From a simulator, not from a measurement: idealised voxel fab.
process module | voxel lift off
cross-section cut | 295 nm wide | cells 5 nm
A cross-section is a grid of square cells, given in bands from the top down. A band is one or more rows of cells.
Each band's line starts with the height of the band's top and of its bottom, in nm. Then come its materials from left to right, each with its width in nm. One material with "throughout" fills the band from edge to edge. "air" is empty space.
Height 0 is the level under which the wafer as received is all one material. The lowest band goes on downwards, as in "0 down".
A width such as "30 to 40" changes by the same amount from each row of cells to the next, from the band's top row to its bottom row.
"no change" after a step means that no cell of the cross-section changed.
closed voids: empty space of 8 cells or more with no open way to the top, each as width x height at its distance from the left edge, in nm
after a step's settings: what the simulator itself notes on the step
overlay nm, on a step with a mask: how far to the right of its planned place the mask lay; to the left if negative
plan
1 op RECEIVE | material Si
2 op CONFORMAL_DEP | material SiN | thk nm 10
3 op PATTERN | tone open | mask id LINES | material resist | width nm 20 | pitch nm 40 | thk nm 25 | overlay nm 0
4 op DIRECTIONAL_DEP | material Ru | thk nm 15
5 op STRIP | etch materials resist
6 op CONFORMAL_DEP | material SiN | thk nm 10
first wafer, as planned
as received, after step 1
  0 down: Si throughout
  closed voids: none
after step 2
  10 to 0: SiN throughout
  below 0: unchanged
after step 3
  35 to 10: resist 115 | air 20 | resist 20 | air 20 | resist 120
  below 10: unchanged
after step 4
  50 to 35: Ru 115 | air 20 | Ru 20 | air 20 | Ru 120
  35 to 25: resist 115 | air 20 | resist 20 | air 20 | resist 120
  25 to 10: resist 115 | Ru 20 | resist 20 | Ru 20 | resist 120
  below 10: unchanged
after step 5
  25 to 10: air 115 | Ru 20 | air 20 | Ru 20 | air 120
  below 10: unchanged
after step 6
  35 to 25: air 105 | SiN 80 | air 110
  25 to 20: air 105 | SiN 10 | Ru 20 | SiN 20 | Ru 20 | SiN 10 | air 110
  20 to 10: SiN 115 | Ru 20 | SiN 20 | Ru 20 | SiN 120
  below 10: unchanged
second wafer: like start, like plan, one mistake. Through step 2 it matches the first wafer
when step 3 should have ended
  35 to 10: air 115 | resist 20 | air 20 | resist 20 | air 120
  below 10: unchanged
when step 4 should have ended
  50 to 35: air 115 | Ru 20 | air 20 | Ru 20 | air 120
  35 to 25: air 115 | resist 20 | air 20 | resist 20 | air 120
  25 to 10: Ru 115 | resist 20 | Ru 20 | resist 20 | Ru 120
  below 10: unchanged
when step 5 should have ended
  25 to 10: Ru 115 | air 20 | Ru 20 | air 20 | Ru 120
  below 10: unchanged
when step 6 should have ended
  35 to 25: SiN throughout
  25 to 10: Ru 115 | SiN 20 | Ru 20 | SiN 20 | Ru 120
  below 10: unchanged
what went wrong: step 3 ran as: op PATTERN | tone cover | mask id LINES | material resist | width nm 20 | pitch nm 40 | thk nm 25 | overlay nm 0
at the end the second wafer has, in cells: 129 more of Ru
